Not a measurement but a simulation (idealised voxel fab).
Module name: voxel wiring stack (process module)
The figure presents cross-section cut, which has a width of 245 nm and is divided into square cells with an edge length of 5 nm.
For the purposes of this document, a cross-section shall be understood as a grid of square cells, specified as bands listed in top-to-bottom order, each band consisting of one or more rows of cells.
For a band, the entry starts with two heights in nm, that of the top and then that of the bottom, and carries on with the band's materials in order from left to right, each alongside its width in nm; the word "throughout" beside a single material means it fills the band edge to edge, and "air" means empty space.
The reference from which all heights are counted is 0, the level beneath which the as-received wafer is entirely one material; the lowest band, having no lower bound, proceeds downward and is written after the example "top 0, no bottom".
A width such as "30->40" changes by the same amount from each row of cells to the next, from the band's top row to its bottom row.
For the purposes of this document, the phrase "remained unchanged" attached to a step denotes that no cell within the cross-section was modified by that step.
For the entry "Fully sealed voids", the listed items are empty spaces with no open way to the top whose size is 8 cells or more; each item follows the pattern width x height at distance, where distance is from the left edge and all three are in nm.
Past the settings on a step's line: simulator remark, on that step.
A step's line can hold "overlay nm"; with a mask on that step, the setting says how far right of the planned place the mask lay, while a negative setting says it lay to the left.
Process steps (planned)
1) RECEIVE, material Si
2) CONFORMAL_DEP, material SiO2, thk nm 15
3) DIRECTIONAL_DEP, material TiN, thk nm 5
4) DIRECTIONAL_DEP, material W, thk nm 20
5) DIRECTIONAL_DEP, material aC, thk nm 15
6) PATTERN, tone cover, mask id METAL_1, material resist, width nm 20, pitch nm 50, thk nm 35, overlay nm 0
7) DIRECTIONAL_ETCH, etch materials aC, depth nm 15
8) STRIP, etch materials resist
9) DIRECTIONAL_ETCH, etch materials W, depth nm 20
10) DIRECTIONAL_ETCH, etch materials TiN, depth nm 5
11) STRIP, etch materials aC
12) FILL_DEP, material lowk, thk nm 10
13) CMP, height nm 40
14) CONFORMAL_DEP, material SiCN, thk nm 5
15) DIRECTIONAL_DEP, material SiO2, thk nm 15
16) MASKED_ETCH, tone open, mask id PLUG_1, width nm 15, etch materials SiO2, depth nm 15, overlay nm 0
17) MASKED_ETCH, tone open, mask id PLUG_1, width nm 15, etch materials SiCN, depth nm 5, overlay nm 0
18) EPI, material Ru, thk nm 10
19) EPI, material Ru, thk nm 10
20) DIRECTIONAL_DEP, material TiN, thk nm 5
21) DIRECTIONAL_DEP, material Ru, thk nm 20
22) MASKED_ETCH, tone cover, mask id METAL_2, width nm 20, pitch nm 50, etch materials Ru, depth nm 20, overlay nm 0
23) MASKED_ETCH, tone cover, mask id METAL_2, width nm 20, pitch nm 50, etch materials TiN, depth nm 5, overlay nm 0
24) CONFORMAL_DEP, material SiN, thk nm 5
25) FILL_DEP, material lowk, thk nm 10
26) CMP, height nm 85
27) CONFORMAL_DEP, material SiCN, thk nm 5
28) DIRECTIONAL_DEP, material lowk, thk nm 10
29) DIRECTIONAL_DEP, material aC, thk nm 10
30) PATTERN, tone open, mask id PLUG_2, material resist, width nm 15, thk nm 25, overlay nm 0
31) DIRECTIONAL_ETCH, etch materials aC, depth nm 10
32) STRIP, etch materials resist
33) DIRECTIONAL_ETCH, etch materials lowk, depth nm 10
34) DIRECTIONAL_ETCH, etch materials SiCN, depth nm 5
35) STRIP, etch materials aC
36) CONFORMAL_DEP, material TiN, thk nm 5
37) FILL_DEP, material Cu, thk nm 5
38) CMP, height nm 100
39) CONFORMAL_DEP, material SiN, thk nm 5
40) DIRECTIONAL_DEP, material SiO2, thk nm 15
41) PATTERN, tone open, mask id METAL_3, material resist, width nm 15, pitch nm 50, thk nm 20, overlay nm 0
42) DIRECTIONAL_ETCH, etch materials SiO2, depth nm 15
43) DIRECTIONAL_ETCH, etch materials SiN, depth nm 5
44) STRIP, etch materials resist
45) CONFORMAL_DEP, material TiN, thk nm 5
46) FILL_DEP, material W, thk nm 5
47) CMP, height nm 120
48) EPI, material Ru, thk nm 5
49) FILL_DEP, material SiCN, thk nm 5
50) DIRECTIONAL_DEP, material lowk, thk nm 30
51) MASKED_ETCH, tone open, mask id METAL_4_HOLES, width nm 15, pitch nm 50, etch materials lowk, depth nm 30, overlay nm 0
52) PATTERN, tone open, mask id METAL_4, material resist, width nm 20, pitch nm 50, thk nm 20, overlay nm 0
53) DIRECTIONAL_ETCH, etch materials lowk, depth nm 15
54) DIRECTIONAL_ETCH, etch materials SiCN, depth nm 5
55) STRIP, etch materials resist
56) CONFORMAL_DEP, material TiN, thk nm 5
57) FILL_DEP, material Cu, thk nm 5
58) CMP, height nm 160
59) CONFORMAL_DEP, material SiCN, thk nm 5
The wafers are alike at the start. At step 41, their width nm differs. The plan lists the first wafer's value.
Cross-section: the first of several wafers in its as-received state, i.e. following step 1
    top 0, no bottom | Si throughout
    Fully sealed voids: none
First of several wafers in cross-section at module end, following the final step, step 59
    top 165, bottom 160 | SiCN throughout
    top 160, bottom 150 | 85 of lowk / 5 of TiN / 10 of Cu / 5 of TiN / 30 of lowk / 5 of TiN / 10 of Cu / 5 of TiN / 90 of lowk
    top 150, bottom 145 | 85 of lowk / 5 of TiN / 5 of Cu / 10 of TiN / 30 of lowk / 5 of TiN / 5 of Cu / 10 of TiN / 90 of lowk
    top 145, bottom 130 | 85 of lowk / 5 of TiN / 5 of Cu / 5 of TiN / 35 of lowk / 5 of TiN / 5 of Cu / 5 of TiN / 95 of lowk
    top 130, bottom 125 | 85 of SiCN / 15 of TiN / 35 of SiCN / 15 of TiN / 95 of SiCN
    top 125, bottom 120 | 85 of SiCN / 25 of Ru / 25 of SiCN / 25 of Ru / 85 of SiCN
    top 120, bottom 105 | 90 of SiO2 / 5 of TiN / 5 of W / 5 of TiN / 35 of SiO2 / 5 of TiN / 5 of W / 5 of TiN / 90 of SiO2
    top 105, bottom 100 | 90 of SiN / 15 of TiN / 35 of SiN / 15 of TiN / 90 of SiN
    top 100, bottom 90 | 85 of lowk / 5 of TiN / 5 of Cu / 5 of TiN / 145 of lowk
    top 90, bottom 85 | 85 of SiCN / 15 of TiN / 145 of SiCN
    top 85, bottom 65 | 80 of lowk / 5 of SiN / 20 of Ru / 5 of SiN / 20 of lowk / 5 of SiN / 20 of Ru / 5 of SiN / 85 of lowk
    top 65, bottom 60 | 85 of SiN / 20 of TiN / 30 of SiN / 20 of TiN / 90 of SiN
    top 60, bottom 45 | 85 of SiO2 / 15 of Ru / 145 of SiO2
    top 45, bottom 40 | 85 of SiCN / 15 of Ru / 145 of SiCN
    top 40, bottom 20 | 85 of lowk / 20 of W / 30 of lowk / 20 of W / 90 of lowk
    top 20, bottom 15 | 85 of lowk / 20 of TiN / 30 of lowk / 20 of TiN / 90 of lowk
    top 15, bottom 0 | SiO2 throughout
    top 0, no bottom | Si throughout
    Fully sealed voids: none
At the end of the module, the last of several wafers in cross-section
    top 165, bottom 160 | SiCN throughout
    top 160, bottom 150 | 85 of lowk / 5 of TiN / 10 of Cu / 5 of TiN / 30 of lowk / 5 of TiN / 10 of Cu / 5 of TiN / 90 of lowk
    top 150, bottom 145 | 85 of lowk / 5 of TiN / 5 of Cu / 10 of TiN / 30 of lowk / 5 of TiN / 5 of Cu / 10 of TiN / 90 of lowk
    top 145, bottom 130 | 85 of lowk / 5 of TiN / 5 of Cu / 5 of TiN / 35 of lowk / 5 of TiN / 5 of Cu / 5 of TiN / 95 of lowk
    top 130, bottom 125 | 85 of SiCN / 15 of TiN / 35 of SiCN / 15 of TiN / 95 of SiCN
    top 125, bottom 120 | 75 of SiCN / 45 of Ru / 5 of SiCN / 45 of Ru / 75 of SiCN
    top 120, bottom 105 | 80 of SiO2 / 5 of TiN / 25 of W / 5 of TiN / 15 of SiO2 / 5 of TiN / 25 of W / 5 of TiN / 80 of SiO2
    top 105, bottom 100 | 80 of SiN / 35 of TiN / 15 of SiN / 35 of TiN / 80 of SiN
    top 100, bottom 90 | 85 of lowk / 5 of TiN / 5 of Cu / 5 of TiN / 145 of lowk
    top 90, bottom 85 | 85 of SiCN / 15 of TiN / 145 of SiCN
    top 85, bottom 65 | 80 of lowk / 5 of SiN / 20 of Ru / 5 of SiN / 20 of lowk / 5 of SiN / 20 of Ru / 5 of SiN / 85 of lowk
    top 65, bottom 60 | 85 of SiN / 20 of TiN / 30 of SiN / 20 of TiN / 90 of SiN
    top 60, bottom 45 | 85 of SiO2 / 15 of Ru / 145 of SiO2
    top 45, bottom 40 | 85 of SiCN / 15 of Ru / 145 of SiCN
    top 40, bottom 20 | 85 of lowk / 20 of W / 30 of lowk / 20 of W / 90 of lowk
    top 20, bottom 15 | 85 of lowk / 20 of TiN / 30 of lowk / 20 of TiN / 90 of lowk
    top 15, bottom 0 | SiO2 throughout
    top 0, no bottom | Si throughout
    Fully sealed voids: none
each wafer at the end: cells of each material gained (+) or lost (-) since it was received, then its closed voids
width nm 15; +18 Cu; +54 Ru; +223 SiCN; +100 SiN; +414 SiO2; +73 TiN; +38 W; +697 lowk; Fully sealed voids: none
width nm 20; +18 Cu; +56 Ru; +221 SiCN; +98 SiN; +408 SiO2; +75 TiN; +44 W; +697 lowk; Fully sealed voids: none
width nm 25; +18 Cu; +58 Ru; +219 SiCN; +96 SiN; +402 SiO2; +77 TiN; +50 W; +697 lowk; Fully sealed voids: none
width nm 30; +18 Cu; +60 Ru; +217 SiCN; +94 SiN; +396 SiO2; +79 TiN; +56 W; +697 lowk; Fully sealed voids: none
width nm 35; +18 Cu; +62 Ru; +215 SiCN; +92 SiN; +390 SiO2; +81 TiN; +62 W; +697 lowk; Fully sealed voids: none
